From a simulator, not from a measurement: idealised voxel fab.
Title: Process Module voxel transistor to metal
Shown is cross-section cut, with a width of 275 nm and square cells of size 5 nm.
Cross-section layout: square cells on a grid; listed as bands, top to bottom; a band spans one or more cell rows. This entry defines a band. It first specifies the height of the band's top and the height of its bottom in nm, and then specifies the band's materials from left to right, stating each material with its width in nm. The word "everywhere" identifies a single material that fills the band from edge to edge, while the word "air" identifies empty space. Height datum 0, below which the as-received substrate wafer is one material. Lowest band open at the bottom, running downward: "0 and below". The notation "30->40" denotes a width that varies across the rows of cells in the band, beginning at the first number in the top row, finishing at the second number in the bottom row, and changing by an identical amount from each row to the next. "nothing got changed" for a step: no cell of the cross-section changed in that step. Heads up: "Unvented internal voids" only lists the empty pockets with no open path to the top that are 8 cells or more, and it writes them as width x height at distance, distance from the left edge, in nm. It should be noted that, on the line of a given step, the content following the step's settings is a remark produced by the simulator itself with respect to that step. Among the settings permitted on a step's line is "overlay nm"; applied to a step with a mask, it specifies the extent to which the mask lay to the right of its planned position, whereas a negative figure signifies a position to the left.
Steps planned for the process
1 op RECEIVE | material Si
2 op CONFORMAL_DEP | material SiO2 | thk nm 5
3 op CONFORMAL_DEP | material SiN | thk nm 15
4 op DIRECTIONAL_DEP | material aC | thk nm 10
5 op PATTERN | tone cover | mask id ACTIVE | material resist | width nm 95 | pitch nm 120 | thk nm 25 | overlay nm 0
6 op DIRECTIONAL_ETCH | etch materials aC | depth nm 10
7 op STRIP | etch materials resist
8 op DIRECTIONAL_ETCH | etch materials SiN | depth nm 15
9 op DIRECTIONAL_ETCH | etch materials SiO2 | depth nm 5
10 op DIRECTIONAL_ETCH | etch materials Si | depth nm 25
11 op STRIP | etch materials aC
12 op OXIDIZE | depth nm 5
13 op FILL_DEP | material SiO2 | thk nm 15
14 op CMP | height nm 20
15 op SELECTIVE_ETCH | etch materials SiO2 | depth nm 10
16 op STRIP | etch materials SiN
17 op SELECTIVE_ETCH | etch materials SiO2 | depth nm 5
18 op OXIDIZE | depth nm 5
19 op DIRECTIONAL_DEP | material polySi | thk nm 30
20 op DIRECTIONAL_DEP | material SiCN | thk nm 15
21 op DIRECTIONAL_DEP | material aC | thk nm 15
22 op PATTERN | tone cover | mask id GATE | material resist | width nm 25 | pitch nm 120 | thk nm 30 | overlay nm 0
23 op DIRECTIONAL_ETCH | etch materials aC | depth nm 15
24 op STRIP | etch materials resist
25 op DIRECTIONAL_ETCH | etch materials SiCN | depth nm 25
26 op DIRECTIONAL_ETCH | etch materials polySi | depth nm 40
27 op STRIP | etch materials aC
28 op CONFORMAL_DEP | material SiO2 | thk nm 5
29 op DIRECTIONAL_ETCH | etch materials SiO2 | depth nm 5
30 op CONFORMAL_DEP | material SiN | thk nm 5
31 op DIRECTIONAL_ETCH | etch materials SiN | depth nm 5
32 op DIRECTIONAL_ETCH | etch materials SiO2 | depth nm 5
33 op EPI | material pSi | thk nm 5
34 op FILL_DEP | material SiO2 | thk nm 5
35 op CMP | height nm 30
36 op STRIP | etch materials polySi
37 op SELECTIVE_ETCH | etch materials SiO2 | depth nm 5
38 op CONFORMAL_DEP | material HfO2 | thk nm 5
39 op CONFORMAL_DEP | material TiN | thk nm 5
40 op FILL_DEP | material W | thk nm 10
41 op CMP | height nm 25
42 op DIRECTIONAL_DEP | material SiO2 | thk nm 15
43 op DIRECTIONAL_DEP | material aC | thk nm 15
44 op PATTERN | tone open | mask id CONTACT | material resist | width nm 15 | thk nm 30 | overlay nm 0
45 op DIRECTIONAL_ETCH | etch materials aC | depth nm 15
46 op STRIP | etch materials resist
47 op DIRECTIONAL_ETCH | etch materials SiO2 | depth nm 40
48 op STRIP | etch materials aC
49 op CONFORMAL_DEP | material TiN | thk nm 5
50 op FILL_DEP | material W | thk nm 5
51 op CMP | height nm 40
52 op CONFORMAL_DEP | material SiN | thk nm 5
53 op DIRECTIONAL_DEP | material SiO2 | thk nm 20
54 op PATTERN | tone open | mask id METAL_1 | material resist | width nm 15 | thk nm 15 | overlay nm 0
55 op DIRECTIONAL_ETCH | etch materials SiO2 | depth nm 20
56 op DIRECTIONAL_ETCH | etch materials SiN | depth nm 5
57 op STRIP | etch materials resist
58 op CONFORMAL_DEP | material TiN | thk nm 5
59 op FILL_DEP | material Cu | thk nm 5
60 op CMP | height nm 65
61 op CONFORMAL_DEP | material SiCN | thk nm 5
62 op DIRECTIONAL_DEP | material lowk | thk nm 30
63 op MASKED_ETCH | tone open | mask id METAL_2 | width nm 15 | pitch nm 120 | etch materials lowk | depth nm 20 | overlay nm 0
64 op PATTERN | tone open | mask id METAL_2_HOLES | material resist | width nm 15 | pitch nm 120 | thk nm 20 | overlay nm 0
65 op DIRECTIONAL_ETCH | etch materials lowk | depth nm 10
66 op DIRECTIONAL_ETCH | etch materials SiCN | depth nm 5
67 op STRIP | etch materials resist
68 op CONFORMAL_DEP | material TiN | thk nm 5
69 op FILL_DEP | material Cu | thk nm 10
70 op CMP | height nm 100
71 op CONFORMAL_DEP | material SiN | thk nm 5
Variable across wafers: step 44 width nm (plan value is that of the first wafer; starting state common to all).
The first of several wafers, as received after step 1, seen in section
* 0 and below = Si everywhere
* Unvented internal voids: none
Cross-section after step 71, the final step of the module, for the first of several wafers
* 105 down to 100 = SiN everywhere
* 100 down to 70 = lowk 35, TiN 5, Cu 5, TiN 5, lowk 105, TiN 5, Cu 5, TiN 5, lowk 105
* 70 down to 65 = SiCN 35, TiN 15, SiCN 105, TiN 15, SiCN 105
* 65 down to 45 = SiO2 35, TiN 5, Cu 5, TiN 5, SiO2 55, TiN 5, Cu 5, TiN 5, SiO2 35, TiN 5, Cu 5, TiN 5, SiO2 55, TiN 5, Cu 5, TiN 5, SiO2 35
* 45 down to 40 = SiN 35, TiN 15, SiN 55, TiN 15, SiN 35, TiN 15, SiN 55, TiN 15, SiN 35
* 40 down to 25 = SiO2 35, TiN 5, W 5, TiN 5, SiO2 55, TiN 5, W 5, TiN 5, SiO2 35, TiN 5, W 5, TiN 5, SiO2 55, TiN 5, W 5, TiN 5, SiO2 35
* 25 down to 5 = SiO2 35, TiN 5, W 5, TiN 5, SiO2 5, SiN 5, HfO2 5, TiN 5, W 15, TiN 5, HfO2 5, SiN 5, SiO2 5, TiN 5, W 5, TiN 5, SiO2 35, TiN 5, W 5, TiN 5, SiO2 5, SiN 5, HfO2 5, TiN 5, W 15, TiN 5, HfO2 5, SiN 5, SiO2 5, TiN 5, W 5, TiN 5, SiO2 35
* 5 down to 0 = SiO2 30, SiN 5, TiN 15, SiO2 5, SiN 5, HfO2 5, TiN 25, HfO2 5, SiN 5, SiO2 5, TiN 15, SiN 5, SiO2 25, SiN 5, TiN 15, SiO2 5, SiN 5, HfO2 5, TiN 25, HfO2 5, SiN 5, SiO2 5, TiN 15, SiN 5, SiO2 30
* 0 down to -5 = SiO2 35, pSi 20, SiO2 5, HfO2 35, SiO2 5, pSi 20, SiO2 35, pSi 20, SiO2 5, HfO2 35, SiO2 5, pSi 20, SiO2 35
* -5 down to -30 = SiO2 35, Si 85, SiO2 35, Si 85, SiO2 35
* -30 and below = Si everywhere
* Unvented internal voids: none
Sectional view of the last wafer upon completion of the module
* 105 down to 100 = SiN everywhere
* 100 down to 70 = lowk 35, TiN 5, Cu 5, TiN 5, lowk 105, TiN 5, Cu 5, TiN 5, lowk 105
* 70 down to 65 = SiCN 35, TiN 15, SiCN 105, TiN 15, SiCN 105
* 65 down to 45 = SiO2 35, TiN 5, Cu 5, TiN 5, SiO2 55, TiN 5, Cu 5, TiN 5, SiO2 35, TiN 5, Cu 5, TiN 5, SiO2 55, TiN 5, Cu 5, TiN 5, SiO2 35
* 45 down to 40 = SiN 35, TiN 15, SiN 55, TiN 15, SiN 35, TiN 15, SiN 55, TiN 15, SiN 35
* 40 down to 30 = SiO2 30, TiN 5, W 20, TiN 5, SiO2 40, TiN 5, W 20, TiN 5, SiO2 20, TiN 5, W 20, TiN 5, SiO2 40, TiN 5, W 20, TiN 5, SiO2 25
* 30 down to 25 = SiO2 30, TiN 5, W 15, TiN 10, SiO2 40, TiN 5, W 20, TiN 5, SiO2 20, TiN 5, W 15, TiN 10, SiO2 40, TiN 5, W 20, TiN 5, SiO2 25
* 25 down to 10 = SiO2 30, TiN 5, W 15, TiN 5, SiN 5, HfO2 5, TiN 5, W 15, TiN 5, HfO2 5, SiN 5, TiN 5, W 20, TiN 5, SiO2 20, TiN 5, W 15, TiN 5, SiN 5, HfO2 5, TiN 5, W 15, TiN 5, HfO2 5, SiN 5, TiN 5, W 20, TiN 5, SiO2 25
* 10 down to 5 = SiO2 30, TiN 10, W 10, TiN 5, SiN 5, HfO2 5, TiN 5, W 15, TiN 5, HfO2 5, SiN 5, TiN 5, W 10, TiN 15, SiO2 20, TiN 10, W 10, TiN 5, SiN 5, HfO2 5, TiN 5, W 15, TiN 5, HfO2 5, SiN 5, TiN 5, W 10, TiN 15, SiO2 25
* 5 down to 0 = SiO2 30, SiN 5, TiN 20, SiN 5, HfO2 5, TiN 25, HfO2 5, SiN 5, TiN 20, SiN 5, TiN 5, SiO2 20, SiN 5, TiN 20, SiN 5, HfO2 5, TiN 25, HfO2 5, SiN 5, TiN 20, SiN 5, TiN 5, SiO2 25
* 0 down to -5 = SiO2 35, pSi 20, SiO2 5, HfO2 35, SiO2 5, pSi 20, SiO2 35, pSi 20, SiO2 5, HfO2 35, SiO2 5, pSi 20, SiO2 35
* -5 down to -30 = SiO2 35, Si 85, SiO2 35, Si 85, SiO2 35
* -30 and below = Si everywhere
* Unvented internal voids: none
Note: the following table is arranged by wafer, a row apiece. Each row reports the end-of-module state: per material, cells gained (+) or cells lost (-) compared with the wafer as received; closed voids follow
width nm 15 | +28 Cu | +34 HfO2 | -160 Si | +49 SiCN | +122 SiN | +552 SiO2 | +168 TiN | +52 W | +294 lowk | +16 pSi | Unvented internal voids: none
width nm 20 | +28 Cu | +34 HfO2 | -160 Si | +49 SiCN | +122 SiN | +522 SiO2 | +172 TiN | +78 W | +294 lowk | +16 pSi | Unvented internal voids: none
width nm 25 | +28 Cu | +34 HfO2 | -160 Si | +49 SiCN | +122 SiN | +492 SiO2 | +176 TiN | +104 W | +294 lowk | +16 pSi | Unvented internal voids: none
width nm 30 | +28 Cu | +34 HfO2 | -160 Si | +49 SiCN | +122 SiN | +470 SiO2 | +182 TiN | +120 W | +294 lowk | +16 pSi | Unvented internal voids: none
